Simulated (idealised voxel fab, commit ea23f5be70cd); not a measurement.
A process module follows: voxel self aligned vias.
Each square cell in cross-section cut measures 5 nm, and the section as a whole is 210 nm wide.
Cross-section = grid of square cells, listed top down in bands; band = one or more rows.
In this notation a band is specified by the heights of its top and bottom, in that order and in nm, after which its materials appear from left to right, each paired with its width in nm. The word "edge to edge" attached to a single material means that material fills the band from edge to edge; the word "blank" stands for empty space.
The reference from which all heights are counted is 0, the level beneath which the as-received wafer is entirely one material; the lowest band, having no lower bound, proceeds downward and is written after the example "top 0, no bottom".
A width such as "30..40" changes by the same amount from each row of cells to the next, from the band's top row to its bottom row.
Where the words "stayed the same" appear for a step, the cross-section shows no cell changed by that step; every cell remained as before.
Each empty space that has no open way to the top and spans at least 8 cells appears under "Sealed internal voids" as width x height at distance, the distance counted from the left edge, all in nm.
What comes after the settings on a step's line is commentary from the simulator itself on that step.
What "overlay nm" on a step's line means: if the step has a mask, that mask lay this far to the right of its planned place, or, when the value is negative, to the left.
PLANNED STEP LIST FOR THE PROCESS
| 1 | op RECEIVE | material Si |
| 2 | op CONFORMAL_DEP | material SiO2 | thk nm 10 |
| 3 | op CONFORMAL_DEP | material SiCN | thk nm 5 |
| 4 | op DIRECTIONAL_DEP | material SiO2 | thk nm 30 |
| 5 | op MASKED_ETCH | tone open | mask id LINES | width nm 15 | pitch nm 60 | etch materials SiO2 | depth nm 30 | overlay nm 0 |
| 6 | op CONFORMAL_DEP | material TiN | thk nm 5 |
| 7 | op FILL_DEP | material W | thk nm 5 |
| 8 | op CMP | height nm 45 |
| 9 | op SELECTIVE_ETCH | etch materials W Ru TiN | depth nm 5 |
| 10 | op FILL_DEP | material SiN | thk nm 10 |
| 11 | op CMP | height nm 45 |
| 12 | op DIRECTIONAL_DEP | material SiO2 | thk nm 15 |
| 13 | op PATTERN | tone open | mask id VIAS | material resist | width nm 30 | thk nm 20 | overlay nm 0 |
| 14 | op DIRECTIONAL_ETCH | etch materials SiO2 | depth nm 15 |
| 15 | op DIRECTIONAL_ETCH | etch materials SiN | depth nm 5 |
| 16 | op STRIP | etch materials resist |
| 17 | op CONFORMAL_DEP | material TiN | thk nm 5 |
| 18 | op FILL_DEP | material Ru | thk nm 5 |
| 19 | op CMP | height nm 60 |
| 20 | op CONFORMAL_DEP | material SiN | thk nm 5 |
Be aware that, although all wafers share a common starting state, the width nm at step 5 differs among them, and the plan displays the first wafer's value.
FIRST OF SEVERAL WAFERS, RECEIVED AFTER STEP 1, IN CROSS-SECTION
* top 0, no bottom  Si edge to edge
* Sealed internal voids: none
FIRST WAFER AT THE END, AFTER STEP 20
* top 65, bottom 60  SiN edge to edge
* top 60, bottom 50  60 of SiO2 | 5 of TiN | 20 of Ru | 5 of TiN | 120 of SiO2
* top 50, bottom 45  60 of SiO2 | 15 of TiN | 5 of Ru | 10 of TiN | 120 of SiO2
* top 45, bottom 40  70 of SiO2 | 15 of TiN | 45 of SiO2 | 15 of SiN | 65 of SiO2
* top 40, bottom 20  70 of SiO2 | 5 of TiN | 5 of W | 5 of TiN | 45 of SiO2 | 5 of TiN | 5 of W | 5 of TiN | 65 of SiO2
* top 20, bottom 15  70 of SiO2 | 15 of TiN | 45 of SiO2 | 15 of TiN | 65 of SiO2
* top 15, bottom 10  SiCN edge to edge
* top 10, bottom 0  SiO2 edge to edge
* top 0, no bottom  Si edge to edge
* Sealed internal voids: none
LAST WAFER AT THE END
* top 65, bottom 60  SiN edge to edge
* top 60, bottom 45  60 of SiO2 | 5 of TiN | 20 of Ru | 5 of TiN | 120 of SiO2
* top 45, bottom 40  60 of SiO2 | 30 of TiN | 5 of SiN | 25 of SiO2 | 35 of SiN | 55 of SiO2
* top 40, bottom 20  60 of SiO2 | 5 of TiN | 25 of W | 5 of TiN | 25 of SiO2 | 5 of TiN | 25 of W | 5 of TiN | 55 of SiO2
* top 20, bottom 15  60 of SiO2 | 35 of TiN | 25 of SiO2 | 35 of TiN | 55 of SiO2
* top 15, bottom 10  SiCN edge to edge
* top 10, bottom 0  SiO2 edge to edge
* top 0, no bottom  Si edge to edge
* Sealed internal voids: none
EACH WAFER AT THE END: CELLS OF EACH MATERIAL GAINED (+) OR LOST (-) SINCE IT WAS RECEIVED, THEN ITS CLOSED VOIDS
width nm 15; +9 Ru; +42 SiCN; +45 SiN; +408 SiO2; +34 TiN; +8 W; Sealed internal voids: none
width nm 20; +10 Ru; +42 SiCN; +46 SiN; +396 SiO2; +36 TiN; +16 W; Sealed internal voids: none
width nm 25; +11 Ru; +42 SiCN; +47 SiN; +384 SiO2; +38 TiN; +24 W; Sealed internal voids: none
width nm 30; +12 Ru; +42 SiCN; +48 SiN; +372 SiO2; +40 TiN; +32 W; Sealed internal voids: none
width nm 35; +12 Ru; +42 SiCN; +50 SiN; +360 SiO2; +42 TiN; +40 W; Sealed internal voids: none
